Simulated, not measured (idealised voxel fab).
process module | voxel capacitor over wiring
cross-section cut | 230 nm wide | cells 5 nm
A cross-section is a grid of square cells, given in bands from the top down. A band is one or more rows of cells.
Each band's line starts with the height of the band's top and of its bottom, in nm. Then come its materials from left to right, each with its width in nm. One material with "throughout" fills the band from edge to edge. "air" is empty space.
Height 0 is the level under which the wafer as received is all one material. The lowest band goes on downwards, as in "0 down".
A width such as "30 to 40" changes by the same amount from each row of cells to the next, from the band's top row to its bottom row.
"no change" after a step means that no cell of the cross-section changed.
closed voids: empty space of 8 cells or more with no open way to the top, each as width x height at its distance from the left edge, in nm
after a step's settings: what the simulator itself notes on the step
overlay nm, on a step with a mask: how far to the right of its planned place the mask lay; to the left if negative
plan
1 op RECEIVE | material Si
2 op CONFORMAL_DEP | material SiO2 | thk nm 15
3 op DIRECTIONAL_DEP | material TiN | thk nm 5
4 op DIRECTIONAL_DEP | material Ru | thk nm 20
5 op PATTERN | tone cover | mask id METAL_1 | material resist | width nm 30 | pitch nm 80 | thk nm 20 | overlay nm 0
6 op DIRECTIONAL_ETCH | etch materials Ru | depth nm 20
7 op DIRECTIONAL_ETCH | etch materials TiN | depth nm 5
8 op STRIP | etch materials resist
9 op CONFORMAL_DEP | material SiN | thk nm 5
10 op FILL_DEP | material lowk | thk nm 10
11 op CMP | height nm 40
12 op CONFORMAL_DEP | material SiCN | thk nm 5
13 op DIRECTIONAL_DEP | material lowk | thk nm 15
14 op MASKED_ETCH | tone open | mask id PLUG_1 | width nm 15 | etch materials lowk | depth nm 15 | overlay nm 0
15 op MASKED_ETCH | tone open | mask id PLUG_1 | width nm 15 | etch materials SiCN | depth nm 5 | overlay nm 0
16 op CONFORMAL_DEP | material TiN | thk nm 5
17 op FILL_DEP | material W | thk nm 5
18 op CMP | height nm 60
19 op DIRECTIONAL_DEP | material TiN | thk nm 5
20 op DIRECTIONAL_DEP | material HfO2 | thk nm 5
21 op DIRECTIONAL_DEP | material TiN | thk nm 5
22 op PATTERN | tone cover | mask id UPPER_PLATE | material resist | width nm 55 | thk nm 20 | overlay nm 0
23 op DIRECTIONAL_ETCH | etch materials TiN | depth nm 5
24 op DIRECTIONAL_ETCH | etch materials HfO2 | depth nm 5
25 op STRIP | etch materials resist
26 op DIRECTIONAL_DEP | material aC | thk nm 15
27 op PATTERN | tone cover | mask id LOWER_PLATE | material resist | width nm 65 | thk nm 30 | overlay nm 0
28 op DIRECTIONAL_ETCH | etch materials aC | depth nm 15
29 op STRIP | etch materials resist
30 op DIRECTIONAL_ETCH | etch materials TiN | depth nm 5
31 op STRIP | etch materials aC
32 op FILL_DEP | material SiO2 | thk nm 15
33 op CMP | height nm 85
34 op DIRECTIONAL_DEP | material aC | thk nm 10
35 op PATTERN | tone open | mask id PLUG_2 | material resist | width nm 15 | thk nm 30 | overlay nm 0
36 op DIRECTIONAL_ETCH | etch materials aC | depth nm 10
37 op STRIP | etch materials resist
38 op DIRECTIONAL_ETCH | etch materials SiO2 | depth nm 10
39 op STRIP | etch materials aC
40 op CONFORMAL_DEP | material TiN | thk nm 5
41 op FILL_DEP | material W | thk nm 10
42 op CMP | height nm 85
43 op CONFORMAL_DEP | material SiCN | thk nm 5
first wafer, as planned
as received, after step 1
  0 down: Si throughout
  closed voids: none
after step 2
  15 to 0: SiO2 throughout
  below 0: unchanged
after step 3
  20 to 15: TiN throughout
  below 15: unchanged
after step 4
  40 to 20: Ru throughout
  below 20: unchanged
after step 5
  60 to 40: air 60 | resist 30 | air 50 | resist 30 | air 60
  below 40: unchanged
after step 6
  60 to 40: air 60 | resist 30 | air 50 | resist 30 | air 60
  40 to 20: air 60 | Ru 30 | air 50 | Ru 30 | air 60
  below 20: unchanged
after step 7
  60 to 40: air 60 | resist 30 | air 50 | resist 30 | air 60
  40 to 20: air 60 | Ru 30 | air 50 | Ru 30 | air 60
  20 to 15: air 60 | TiN 30 | air 50 | TiN 30 | air 60
  below 15: unchanged
after step 8
  40 to 20: air 60 | Ru 30 | air 50 | Ru 30 | air 60
  below 20: unchanged
after step 9
  45 to 40: air 55 | SiN 40 | air 40 | SiN 40 | air 55
  40 to 20: air 55 | SiN 5 | Ru 30 | SiN 5 | air 40 | SiN 5 | Ru 30 | SiN 5 | air 55
  20 to 15: SiN 60 | TiN 30 | SiN 50 | TiN 30 | SiN 60
  below 15: unchanged
after step 10
  55 to 45: lowk throughout
  45 to 40: lowk 55 | SiN 40 | lowk 40 | SiN 40 | lowk 55
  40 to 20: lowk 55 | SiN 5 | Ru 30 | SiN 5 | lowk 40 | SiN 5 | Ru 30 | SiN 5 | lowk 55
  below 20: unchanged
after step 11
  40 to 20: lowk 55 | SiN 5 | Ru 30 | SiN 5 | lowk 40 | SiN 5 | Ru 30 | SiN 5 | lowk 55
  below 20: unchanged
after step 12
  45 to 40: SiCN throughout
  below 40: unchanged
after step 13
  60 to 45: lowk throughout
  below 45: unchanged
after step 14
  60 to 45: lowk 75 | air 15 | lowk 140
  below 45: unchanged
after step 15
  60 to 45: lowk 75 | air 15 | lowk 140
  45 to 40: SiCN 75 | air 15 | SiCN 140
  below 40: unchanged
after step 16
  65 to 60: TiN 80 | air 5 | TiN 145
  60 to 45: lowk 75 | TiN 5 | air 5 | TiN 5 | lowk 140
  45 to 40: SiCN 75 | TiN 15 | SiCN 140
  below 40: unchanged
after step 17
  70 to 65: W throughout
  65 to 60: TiN 80 | W 5 | TiN 145
  60 to 45: lowk 75 | TiN 5 | W 5 | TiN 5 | lowk 140
  below 45: unchanged
after step 18
  60 to 45: lowk 75 | TiN 5 | W 5 | TiN 5 | lowk 140
  below 45: unchanged
after step 19
  65 to 60: TiN throughout
  below 60: unchanged
after step 20
  70 to 65: HfO2 throughout
  below 65: unchanged
after step 21
  75 to 70: TiN throughout
  below 70: unchanged
after step 22
  95 to 75: air 75 | resist 55 | air 100
  below 75: unchanged
after step 23
  95 to 75: air 75 | resist 55 | air 100
  75 to 70: air 75 | TiN 55 | air 100
  below 70: unchanged
after step 24
  95 to 75: air 75 | resist 55 | air 100
  75 to 70: air 75 | TiN 55 | air 100
  70 to 65: air 75 | HfO2 55 | air 100
  below 65: unchanged
after step 25
  75 to 70: air 75 | TiN 55 | air 100
  below 70: unchanged
after step 26
  90 to 80: air 75 | aC 55 | air 100
  80 to 75: aC throughout
  75 to 70: aC 75 | TiN 55 | aC 100
  70 to 65: aC 75 | HfO2 55 | aC 100
  below 65: unchanged
after step 27
  120 to 90: air 70 | resist 65 | air 95
  90 to 80: air 70 | resist 5 | aC 55 | resist 5 | air 95
  below 80: unchanged
after step 28
  105 to 90: air 70 | resist 65 | air 95
  90 to 80: air 70 | resist 5 | aC 55 | resist 5 | air 95
  80 to 75: air 70 | aC 65 | air 95
  75 to 70: air 70 | aC 5 | TiN 55 | aC 5 | air 95
  70 to 65: air 70 | aC 5 | HfO2 55 | aC 5 | air 95
  below 65: unchanged
after step 29
  90 to 80: air 75 | aC 55 | air 100
  below 80: unchanged
after step 30
  90 to 80: air 75 | aC 55 | air 100
  80 to 75: air 70 | aC 65 | air 95
  75 to 70: air 70 | aC 5 | TiN 55 | aC 5 | air 95
  70 to 65: air 70 | aC 5 | HfO2 55 | aC 5 | air 95
  65 to 60: air 70 | TiN 65 | air 95
  below 60: unchanged
after step 31
  75 to 70: air 75 | TiN 55 | air 100
  70 to 65: air 75 | HfO2 55 | air 100
  below 65: unchanged
after step 32
  90 to 75: SiO2 throughout
  75 to 70: SiO2 75 | TiN 55 | SiO2 100
  70 to 65: SiO2 75 | HfO2 55 | SiO2 100
  65 to 60: SiO2 70 | TiN 65 | SiO2 95
  below 60: unchanged
after step 33
  85 to 75: SiO2 throughout
  below 75: unchanged
after step 34
  95 to 85: aC throughout
  below 85: unchanged
after step 35
  125 to 95: resist 85 | air 15 | resist 130
  below 95: unchanged
after step 36
  115 to 95: resist 85 | air 15 | resist 130
  95 to 85: aC 85 | air 15 | aC 130
  below 85: unchanged
after step 37
  95 to 85: aC 85 | air 15 | aC 130
  below 85: unchanged
after step 38
  95 to 85: aC 85 | air 15 | aC 130
  85 to 75: SiO2 85 | air 15 | SiO2 130
  below 75: unchanged
after step 39
  85 to 75: SiO2 85 | air 15 | SiO2 130
  below 75: unchanged
after step 40
  90 to 85: TiN 90 | air 5 | TiN 135
  85 to 80: SiO2 85 | TiN 5 | air 5 | TiN 5 | SiO2 130
  80 to 70: SiO2 85 to 75 | TiN 15 to 55 | SiO2 130 to 100
  below 70: unchanged
after step 41
  100 to 90: W throughout
  90 to 85: TiN 90 | W 5 | TiN 135
  85 to 80: SiO2 85 | TiN 5 | W 5 | TiN 5 | SiO2 130
  below 80: unchanged
after step 42
  85 to 80: SiO2 85 | TiN 5 | W 5 | TiN 5 | SiO2 130
  below 80: unchanged
after step 43
  90 to 85: SiCN throughout
  below 85: unchanged
second wafer: like start, like plan, one mistake. Through step 11 it matches the first wafer
when step 12 should have ended
  55 to 40: lowk throughout
  below 40: unchanged
when step 13 should have ended
  60 to 55: SiCN throughout
  below 55: unchanged
when step 14 should have ended: no change
when step 15 should have ended
  60 to 55: SiCN 75 | air 15 | SiCN 140
  below 55: unchanged
when step 16 should have ended
  65 to 60: TiN 80 | air 5 | TiN 145
  60 to 55: SiCN 75 | TiN 15 | SiCN 140
  below 55: unchanged
when step 17 should have ended
  70 to 65: W throughout
  65 to 60: TiN 80 | W 5 | TiN 145
  below 60: unchanged
when step 18 should have ended
  60 to 55: SiCN 75 | TiN 15 | SiCN 140
  below 55: unchanged
when step 19 should have ended
  65 to 60: TiN throughout
  below 60: unchanged
when step 20 should have ended
  70 to 65: HfO2 throughout
  below 65: unchanged
when step 21 should have ended
  75 to 70: TiN throughout
  below 70: unchanged
when step 22 should have ended
  95 to 75: air 75 | resist 55 | air 100
  below 75: unchanged
when step 23 should have ended
  95 to 75: air 75 | resist 55 | air 100
  75 to 70: air 75 | TiN 55 | air 100
  below 70: unchanged
when step 24 should have ended
  95 to 75: air 75 | resist 55 | air 100
  75 to 70: air 75 | TiN 55 | air 100
  70 to 65: air 75 | HfO2 55 | air 100
  below 65: unchanged
when step 25 should have ended
  75 to 70: air 75 | TiN 55 | air 100
  below 70: unchanged
when step 26 should have ended
  90 to 80: air 75 | aC 55 | air 100
  80 to 75: aC throughout
  75 to 70: aC 75 | TiN 55 | aC 100
  70 to 65: aC 75 | HfO2 55 | aC 100
  below 65: unchanged
when step 27 should have ended
  120 to 90: air 70 | resist 65 | air 95
  90 to 80: air 70 | resist 5 | aC 55 | resist 5 | air 95
  below 80: unchanged
when step 28 should have ended
  105 to 90: air 70 | resist 65 | air 95
  90 to 80: air 70 | resist 5 | aC 55 | resist 5 | air 95
  80 to 75: air 70 | aC 65 | air 95
  75 to 70: air 70 | aC 5 | TiN 55 | aC 5 | air 95
  70 to 65: air 70 | aC 5 | HfO2 55 | aC 5 | air 95
  below 65: unchanged
when step 29 should have ended
  90 to 80: air 75 | aC 55 | air 100
  below 80: unchanged
when step 30 should have ended
  90 to 80: air 75 | aC 55 | air 100
  80 to 75: air 70 | aC 65 | air 95
  75 to 70: air 70 | aC 5 | TiN 55 | aC 5 | air 95
  70 to 65: air 70 | aC 5 | HfO2 55 | aC 5 | air 95
  65 to 60: air 70 | TiN 65 | air 95
  below 60: unchanged
when step 31 should have ended
  75 to 70: air 75 | TiN 55 | air 100
  70 to 65: air 75 | HfO2 55 | air 100
  below 65: unchanged
when step 32 should have ended
  90 to 75: SiO2 throughout
  75 to 70: SiO2 75 | TiN 55 | SiO2 100
  70 to 65: SiO2 75 | HfO2 55 | SiO2 100
  65 to 60: SiO2 70 | TiN 65 | SiO2 95
  below 60: unchanged
when step 33 should have ended
  85 to 75: SiO2 throughout
  below 75: unchanged
when step 34 should have ended
  95 to 85: aC throughout
  below 85: unchanged
when step 35 should have ended
  125 to 95: resist 85 | air 15 | resist 130
  below 95: unchanged
when step 36 should have ended
  115 to 95: resist 85 | air 15 | resist 130
  95 to 85: aC 85 | air 15 | aC 130
  below 85: unchanged
when step 37 should have ended
  95 to 85: aC 85 | air 15 | aC 130
  below 85: unchanged
when step 38 should have ended
  95 to 85: aC 85 | air 15 | aC 130
  85 to 75: SiO2 85 | air 15 | SiO2 130
  below 75: unchanged
when step 39 should have ended
  85 to 75: SiO2 85 | air 15 | SiO2 130
  below 75: unchanged
when step 40 should have ended
  90 to 85: TiN 90 | air 5 | TiN 135
  85 to 80: SiO2 85 | TiN 5 | air 5 | TiN 5 | SiO2 130
  80 to 70: SiO2 85 to 75 | TiN 15 to 55 | SiO2 130 to 100
  below 70: unchanged
when step 41 should have ended
  100 to 90: W throughout
  90 to 85: TiN 90 | W 5 | TiN 135
  85 to 80: SiO2 85 | TiN 5 | W 5 | TiN 5 | SiO2 130
  below 80: unchanged
when step 42 should have ended
  85 to 80: SiO2 85 | TiN 5 | W 5 | TiN 5 | SiO2 130
  below 80: unchanged
when step 43 should have ended
  90 to 85: SiCN throughout
  below 85: unchanged
what went wrong: steps 12 and 13 were swapped
at the end the second wafer has, in cells: 6 fewer of TiN | 3 fewer of W | 9 more of lowk
